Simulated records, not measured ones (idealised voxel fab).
A process module follows: voxel fin reveal.
The width of the displayed cross-section, cut, is 285 nm; its cells are square, with a size of 5 nm.
In this document a cross-section is written as a grid of square cells. It is given as a series of bands, listed from the top down, and a band is one or more rows of cells.
The entry gives the band's vertical extent as a top height and a bottom height in nm, then its horizontal make-up as materials from left to right, each with a width in nm. "blank" stands for empty space; a single material marked "throughout" fills the band edge to edge.
Heights from 0 (as-received wafer is one material below). Bottom band endless downward, as "top 0, no bottom".
The width entry "30 to 40" should be interpreted row by row: the top row of cells in the band takes the first number, the bottom row takes the second number, and the change between adjacent rows is uniform throughout.
Reading "nothing altered" for a step: not a cell of the cross-section changed in it.
Reported under the label "Closed void entries" are the empty spaces having no open way to the top and comprising 8 cells or more; the notation for each is width x height at distance, in which the distance is measured from the left edge and all three values are in nm.
Step line, after settings: the simulator's comment on this step.
overlay nm: on a step with a mask, how far right of its planned place the mask lay; negative means left.
## The planned process steps are enumerated hereunder
1. RECEIVE (material Si)
2. CONFORMAL_DEP (material SiN; thk nm 10)
3. DIRECTIONAL_DEP (material aC; thk nm 15)
4. PATTERN (tone cover; mask id FINS; material resist; width nm 15; pitch nm 40; thk nm 30; overlay nm 0)
5. DIRECTIONAL_ETCH (etch materials aC; depth nm 15)
6. STRIP (etch materials resist)
7. DIRECTIONAL_ETCH (etch materials SiN; depth nm 10)
8. DIRECTIONAL_ETCH (etch materials Si; depth nm 35)
9. STRIP (etch materials aC)
10. FILL_DEP (material SiO2; thk nm 10)
11. CMP (height nm 10)
12. SELECTIVE_ETCH (etch materials SiO2; depth nm 10)
13. STRIP (etch materials SiN)
14. CONFORMAL_DEP (material HfO2; thk nm 5)
Same starting wafers, different depth nm at step 12. Plan value belongs to the first wafer.
## Cross-section of the first of several wafers as received (after step 1)
* top 0, no bottom: Si throughout
* Closed void entries: none
## Heads up, this table goes wafer by wafer. A row tells you, at the end of the module, how many cells of each material that wafer has put on (+) or dropped (-) since it was received, and then its closed voids
depth nm 10, +57 HfO2, -336 Si, +336 SiO2, Closed void entries: none
depth nm 15, +63 HfO2, -336 Si, +288 SiO2, Closed void entries: none
depth nm 20, +69 HfO2, -336 Si, +240 SiO2, Closed void entries: none
depth nm 25, +75 HfO2, -336 Si, +192 SiO2, Closed void entries: none
depth nm 30, +81 HfO2, -336 Si, +144 SiO2, Closed void entries: none
depth nm 35, +87 HfO2, -336 Si, +96 SiO2, Closed void entries: none
